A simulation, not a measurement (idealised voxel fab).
process module | voxel wiring stack
cross-section cut | 270 nm wide | cells 5 nm
A cross-section is a grid of square cells, given in bands from the top down. A band is one or more rows of cells.
Each band's line starts with the height of the band's top and of its bottom, in nm. Then come its materials from left to right, each with its width in nm. One material with "throughout" fills the band from edge to edge. "air" is empty space.
Height 0 is the level under which the wafer as received is all one material. The lowest band goes on downwards, as in "0 down".
A width such as "30 to 40" changes by the same amount from each row of cells to the next, from the band's top row to its bottom row.
"no change" after a step means that no cell of the cross-section changed.
closed voids: empty space of 8 cells or more with no open way to the top, each as width x height at its distance from the left edge, in nm
after a step's settings: what the simulator itself notes on the step
overlay nm, on a step with a mask: how far to the right of its planned place the mask lay; to the left if negative
plan
1 op RECEIVE | material Si
2 op CONFORMAL_DEP | material SiO2 | thk nm 15
3 op CONFORMAL_DEP | material SiCN | thk nm 5
4 op DIRECTIONAL_DEP | material SiO2 | thk nm 15
5 op PATTERN | tone open | mask id METAL_1 | material resist | width nm 20 | pitch nm 45 | thk nm 15 | overlay nm 0
6 op DIRECTIONAL_ETCH | etch materials SiO2 | depth nm 15
7 op DIRECTIONAL_ETCH | etch materials SiCN | depth nm 5
8 op STRIP | etch materials resist
9 op CONFORMAL_DEP | material TiN | thk nm 5
10 op FILL_DEP | material Cu | thk nm 10
11 op CMP | height nm 35
12 op CONFORMAL_DEP | material SiCN | thk nm 5
13 op DIRECTIONAL_DEP | material SiO2 | thk nm 35
14 op PATTERN | tone open | mask id METAL_2_HOLES | material resist | width nm 15 | pitch nm 90 | thk nm 15 | overlay nm 0
15 op DIRECTIONAL_ETCH | etch materials SiO2 | depth nm 35
16 op STRIP | etch materials resist
17 op PATTERN | tone open | mask id METAL_2 | material resist | width nm 15 | pitch nm 45 | thk nm 15 | overlay nm 0
18 op DIRECTIONAL_ETCH | etch materials SiO2 | depth nm 20
19 op DIRECTIONAL_ETCH | etch materials SiCN | depth nm 5
20 op STRIP | etch materials resist
21 op CONFORMAL_DEP | material TiN | thk nm 5
22 op FILL_DEP | material Cu | thk nm 5
23 op CMP | height nm 75
24 op CONFORMAL_DEP | material SiCN | thk nm 5
varied across the wafers: width nm of step 17. The plan shows the first wafer's value. All wafers start alike
first wafer as received, after step 1
  0 down: Si throughout
  closed voids: none
each wafer at the end: cells of each material gained (+) or lost (-) since it was received, then its closed voids
width nm 15 | +39 Cu | +146 SiCN | +604 SiO2 | +75 TiN | closed voids: none
width nm 20 | +44 Cu | +144 SiCN | +600 SiO2 | +76 TiN | closed voids: none
width nm 25 | +53 Cu | +144 SiCN | +588 SiO2 | +79 TiN | closed voids: none
width nm 30 | +62 Cu | +144 SiCN | +576 SiO2 | +82 TiN | closed voids: none
